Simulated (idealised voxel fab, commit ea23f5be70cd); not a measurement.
process module | voxel quadruple lines
cross-section cut | 240 nm wide | cells 5 nm
A cross-section is a grid of square cells, given in bands from the top down. A band is one or more rows of cells.
Each band's line starts with the height of the band's top and of its bottom, in nm. Then come its materials from left to right, each with its width in nm. One material with "throughout" fills the band from edge to edge. "air" is empty space.
Height 0 is the level under which the wafer as received is all one material. The lowest band goes on downwards, as in "0 down".
A width such as "30 to 40" changes by the same amount from each row of cells to the next, from the band's top row to its bottom row.
"no change" after a step means that no cell of the cross-section changed.
closed voids: empty space of 8 cells or more with no open way to the top, each as width x height at its distance from the left edge, in nm
after a step's settings: what the simulator itself notes on the step
overlay nm, on a step with a mask: how far to the right of its planned place the mask lay; to the left if negative
plan
1 op RECEIVE | material Si
2 op CONFORMAL_DEP | material SiO2 | thk nm 5
3 op DIRECTIONAL_DEP | material W | thk nm 10
4 op DIRECTIONAL_DEP | material polySi | thk nm 15
5 op DIRECTIONAL_DEP | material aC | thk nm 20
6 op PATTERN | tone cover | mask id MANDREL | material resist | width nm 25 | pitch nm 80 | thk nm 30 | overlay nm 0
7 op DIRECTIONAL_ETCH | etch materials aC | depth nm 20
8 op STRIP | etch materials resist
9 op CONFORMAL_DEP | material SiO2 | thk nm 15
10 op DIRECTIONAL_ETCH | etch materials SiO2 | depth nm 15
11 op STRIP | etch materials aC
12 op DIRECTIONAL_ETCH | etch materials polySi | depth nm 15
13 op STRIP | etch materials SiO2
14 op CONFORMAL_DEP | material SiN | thk nm 5
15 op DIRECTIONAL_ETCH | etch materials SiN | depth nm 5
16 op STRIP | etch materials polySi
17 op DIRECTIONAL_ETCH | etch materials W | depth nm 10
18 op STRIP | etch materials SiN
as received, after step 1
  0 down: Si throughout
  closed voids: none
first wafer at the end, as planned
  15 to 5: air 45 | W 5 | air 15 | W 5 | air 15 | W 5 | air 15 | W 5 | air 15 | W 5 | air 15 | W 5 | air 15 | W 5 | air 15 | W 5 | air 50
  5 to 0: SiO2 throughout
  0 down: Si throughout
  closed voids: none
second wafer at the end: like start, like plan, one mistake
  15 to 5: air 50 | W 5 | air 15 | W 5 | air 5 | W 5 | air 15 | W 5 | air 25 | W 5 | air 15 | W 5 | air 5 | W 5 | air 15 | W 5 | air 55
  5 to 0: SiO2 throughout
  0 down: Si throughout
  closed voids: none
what went wrong: step 6 ran as: op PATTERN | tone cover | mask id MANDREL | material resist | width nm 15 | pitch nm 80 | thk nm 30 | overlay nm 0
at the end the second wafer has, in cells: as many of each material as the first, in other places
